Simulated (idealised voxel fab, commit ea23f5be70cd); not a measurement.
process module | voxel double patterning
cross-section cut | 160 nm wide | cells 5 nm
A cross-section is a grid of square cells, given in bands from the top down. A band is one or more rows of cells.
Each band's line starts with the height of the band's top and of its bottom, in nm. Then come its materials from left to right, each with its width in nm. One material with "throughout" fills the band from edge to edge. "air" is empty space.
Height 0 is the level under which the wafer as received is all one material. The lowest band goes on downwards, as in "0 down".
A width such as "30 to 40" changes by the same amount from each row of cells to the next, from the band's top row to its bottom row.
"no change" after a step means that no cell of the cross-section changed.
closed voids: empty space of 8 cells or more with no open way to the top, each as width x height at its distance from the left edge, in nm
after a step's settings: what the simulator itself notes on the step
overlay nm, on a step with a mask: how far to the right of its planned place the mask lay; to the left if negative
plan
1 op RECEIVE | material Si
2 op CONFORMAL_DEP | material SiO2 | thk nm 5
3 op DIRECTIONAL_DEP | material TiN | thk nm 10
4 op DIRECTIONAL_DEP | material SiCN | thk nm 5
5 op PATTERN | tone open | mask id FIRST | material resist | width nm 15 | pitch nm 50 | thk nm 20 | overlay nm 0
6 op DIRECTIONAL_ETCH | etch materials SiCN | depth nm 5
7 op STRIP | etch materials resist
8 op PATTERN | tone open | mask id SECOND | material resist | width nm 15 | thk nm 20 | overlay nm 0
9 op DIRECTIONAL_ETCH | etch materials SiCN | depth nm 5
10 op STRIP | etch materials resist
11 op DIRECTIONAL_ETCH | etch materials TiN | depth nm 10
12 op STRIP | etch materials SiCN
first wafer, as planned
as received, after step 1
  0 down: Si throughout
  closed voids: none
after step 2
  5 to 0: SiO2 throughout
  below 0: unchanged
after step 3
  15 to 5: TiN throughout
  below 5: unchanged
after step 4
  20 to 15: SiCN throughout
  below 15: unchanged
after step 5
  40 to 20: resist 45 | air 15 | resist 35 | air 15 | resist 50
  below 20: unchanged
after step 6
  40 to 20: resist 45 | air 15 | resist 35 | air 15 | resist 50
  20 to 15: SiCN 45 | air 15 | SiCN 35 | air 15 | SiCN 50
  below 15: unchanged
after step 7
  20 to 15: SiCN 45 | air 15 | SiCN 35 | air 15 | SiCN 50
  below 15: unchanged
after step 8
  40 to 20: resist 70 | air 15 | resist 75
  20 to 15: SiCN 45 | resist 15 | SiCN 35 | resist 15 | SiCN 50
  below 15: unchanged
after step 9
  40 to 20: resist 70 | air 15 | resist 75
  20 to 15: SiCN 45 | resist 15 | SiCN 10 | air 15 | SiCN 10 | resist 15 | SiCN 50
  below 15: unchanged
after step 10
  20 to 15: SiCN 45 | air 15 | SiCN 10 | air 15 | SiCN 10 | air 15 | SiCN 50
  below 15: unchanged
after step 11
  20 to 15: SiCN 45 | air 15 | SiCN 10 | air 15 | SiCN 10 | air 15 | SiCN 50
  15 to 5: TiN 45 | air 15 | TiN 10 | air 15 | TiN 10 | air 15 | TiN 50
  below 5: unchanged
after step 12
  15 to 5: TiN 45 | air 15 | TiN 10 | air 15 | TiN 10 | air 15 | TiN 50
  below 5: unchanged
second wafer: like start, like plan, one mistake. Through step 4 it matches the first wafer
when step 5 should have ended
  40 to 20: air 45 | resist 15 | air 35 | resist 15 | air 50
  below 20: unchanged
when step 6 should have ended
  40 to 20: air 45 | resist 15 | air 35 | resist 15 | air 50
  20 to 15: air 45 | SiCN 15 | air 35 | SiCN 15 | air 50
  below 15: unchanged
when step 7 should have ended
  20 to 15: air 45 | SiCN 15 | air 35 | SiCN 15 | air 50
  below 15: unchanged
when step 8 should have ended
  40 to 20: resist 70 | air 15 | resist 75
  20 to 15: resist 45 | SiCN 15 | resist 10 | air 15 | resist 10 | SiCN 15 | resist 50
  below 15: unchanged
when step 9 should have ended: no change
when step 10 should have ended
  20 to 15: air 45 | SiCN 15 | air 35 | SiCN 15 | air 50
  below 15: unchanged
when step 11 should have ended
  20 to 15: air 45 | SiCN 15 | air 35 | SiCN 15 | air 50
  15 to 5: air 45 | TiN 15 | air 35 | TiN 15 | air 50
  below 5: unchanged
when step 12 should have ended
  15 to 5: air 45 | TiN 15 | air 35 | TiN 15 | air 50
  below 5: unchanged
what went wrong: step 5 ran as: op PATTERN | tone cover | mask id FIRST | material resist | width nm 15 | pitch nm 50 | thk nm 20 | overlay nm 0
at the end the second wafer has, in cells: 34 fewer of TiN
